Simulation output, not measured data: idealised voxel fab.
process module | voxel wiring stack
cross-section cut | 190 nm wide | cells 5 nm
A cross-section is a grid of square cells, given in bands from the top down. A band is one or more rows of cells.
Each band's line starts with the height of the band's top and of its bottom, in nm. Then come its materials from left to right, each with its width in nm. One material with "throughout" fills the band from edge to edge. "air" is empty space.
Height 0 is the level under which the wafer as received is all one material. The lowest band goes on downwards, as in "0 down".
A width such as "30 to 40" changes by the same amount from each row of cells to the next, from the band's top row to its bottom row.
"no change" after a step means that no cell of the cross-section changed.
closed voids: empty space of 8 cells or more with no open way to the top, each as width x height at its distance from the left edge, in nm
after a step's settings: what the simulator itself notes on the step
overlay nm, on a step with a mask: how far to the right of its planned place the mask lay; to the left if negative
plan
1 op RECEIVE | material Si
2 op CONFORMAL_DEP | material SiO2 | thk nm 10
3 op CONFORMAL_DEP | material SiCN | thk nm 5
4 op DIRECTIONAL_DEP | material lowk | thk nm 20
5 op MASKED_ETCH | tone open | mask id METAL_1 | width nm 25 | pitch nm 40 | etch materials lowk | depth nm 20 | overlay nm 0
6 op MASKED_ETCH | tone open | mask id METAL_1 | width nm 25 | pitch nm 40 | etch materials SiCN | depth nm 5 | overlay nm 0
7 op CONFORMAL_DEP | material TiN | thk nm 5
8 op FILL_DEP | material W | thk nm 10
9 op CMP | height nm 35
10 op CONFORMAL_DEP | material SiCN | thk nm 5
11 op DIRECTIONAL_DEP | material lowk | thk nm 10
12 op PATTERN | tone open | mask id PLUG_1 | material resist | width nm 15 | pitch nm 40 | thk nm 20 | overlay nm 0
13 op DIRECTIONAL_ETCH | etch materials lowk | depth nm 10
14 op DIRECTIONAL_ETCH | etch materials SiCN | depth nm 5
15 op STRIP | etch materials resist
16 op EPI | material Ru | thk nm 10
17 op EPI | material Ru | thk nm 5
18 op CONFORMAL_DEP | material SiCN | thk nm 5
19 op DIRECTIONAL_DEP | material lowk | thk nm 15
20 op DIRECTIONAL_DEP | material aC | thk nm 10
21 op PATTERN | tone open | mask id METAL_2 | material resist | width nm 25 | pitch nm 40 | thk nm 25 | overlay nm 0
22 op DIRECTIONAL_ETCH | etch materials aC | depth nm 10
23 op STRIP | etch materials resist
24 op DIRECTIONAL_ETCH | etch materials lowk | depth nm 15
25 op DIRECTIONAL_ETCH | etch materials SiCN | depth nm 5
26 op STRIP | etch materials aC
27 op CONFORMAL_DEP | material TiN | thk nm 5
28 op FILL_DEP | material Ru | thk nm 10
29 op CMP | height nm 70
30 op EPI | material Ru | thk nm 5
31 op FILL_DEP | material SiCN | thk nm 5
32 op DIRECTIONAL_DEP | material lowk | thk nm 30
33 op MASKED_ETCH | tone open | mask id METAL_3 | width nm 25 | pitch nm 40 | etch materials lowk | depth nm 20 | overlay nm 0
34 op DIRECTIONAL_DEP | material aC | thk nm 15
35 op PATTERN | tone open | mask id METAL_3_HOLES | material resist | width nm 15 | thk nm 35 | overlay nm 0
36 op DIRECTIONAL_ETCH | etch materials aC | depth nm 15
37 op STRIP | etch materials resist
38 op DIRECTIONAL_ETCH | etch materials lowk | depth nm 10
39 op DIRECTIONAL_ETCH | etch materials SiCN | depth nm 5
40 op STRIP | etch materials aC
41 op CONFORMAL_DEP | material TiN | thk nm 5
42 op FILL_DEP | material Ru | thk nm 5
43 op CMP | height nm 110
44 op CONFORMAL_DEP | material SiN | thk nm 5
as received, after step 1
  0 down: Si throughout
  closed voids: none
first wafer at the end, as planned
  115 to 110: SiN throughout
  110 to 95: lowk 60 | TiN 5 | Ru 15 | TiN 5 | lowk 15 | TiN 5 | Ru 15 | TiN 5 | lowk 65
  95 to 90: lowk 60 | TiN 5 | Ru 5 | TiN 15 | lowk 15 | TiN 25 | lowk 65
  90 to 80: lowk 60 | TiN 5 | Ru 5 | TiN 5 | lowk 115
  80 to 75: SiCN 60 | TiN 15 | SiCN 115
  75 to 70: SiCN 55 | Ru 35 | SiCN 5 | Ru 35 | SiCN 60
  70 to 55: lowk 60 | TiN 5 | Ru 15 | TiN 5 | lowk 15 | TiN 5 | Ru 15 | TiN 5 | lowk 65
  55 to 50: SiCN 60 | TiN 25 | SiCN 15 | TiN 25 | SiCN 65
  50 to 40: lowk 60 | Ru 15 | lowk 25 | Ru 15 | lowk 75
  40 to 35: SiCN 60 | Ru 15 | SiCN 25 | Ru 15 | SiCN 75
  35 to 15: lowk 60 | TiN 5 | W 15 | TiN 5 | lowk 15 | TiN 5 | W 15 | TiN 5 | lowk 65
  15 to 10: SiCN 60 | TiN 25 | SiCN 15 | TiN 25 | SiCN 65
  10 to 0: SiO2 throughout
  0 down: Si throughout
  closed voids: none
second wafer at the end: like start, like plan, one mistake
  115 to 110: SiN throughout
  110 to 95: lowk 60 | TiN 5 | Ru 15 | TiN 5 | lowk 15 | TiN 5 | Ru 15 | TiN 5 | lowk 65
  95 to 90: lowk 60 | TiN 5 | Ru 5 | TiN 15 | lowk 15 | TiN 25 | lowk 65
  90 to 80: lowk 60 | TiN 5 | Ru 5 | TiN 5 | lowk 115
  80 to 75: SiCN 60 | TiN 15 | SiCN 115
  75 to 70: SiCN 55 | Ru 35 | SiCN 5 | Ru 35 | SiCN 60
  70 to 55: lowk 60 | TiN 5 | Ru 15 | TiN 5 | lowk 15 | TiN 5 | Ru 15 | TiN 5 | lowk 65
  55 to 50: SiCN 60 | TiN 25 | SiCN 15 | TiN 25 | SiCN 65
  50 to 40: lowk 60 | Ru 15 | lowk 25 | Ru 15 | lowk 75
  40 to 35: SiCN 60 | Ru 15 | SiCN 25 | Ru 15 | SiCN 75
  35 to 15: lowk 65 | TiN 5 | W 5 | TiN 5 | lowk 25 | TiN 5 | W 5 | TiN 5 | lowk 70
  15 to 10: SiCN 65 | TiN 15 | SiCN 25 | TiN 15 | SiCN 70
  10 to 0: SiO2 throughout
  0 down: Si throughout
  closed voids: none
what went wrong: step 5 ran as: op MASKED_ETCH | tone open | mask id METAL_1 | width nm 15 | pitch nm 40 | etch materials lowk | depth nm 20 | overlay nm 0
at the end the second wafer has, in cells: 4 more of SiCN | 4 fewer of TiN | 16 fewer of W | 16 more of lowk
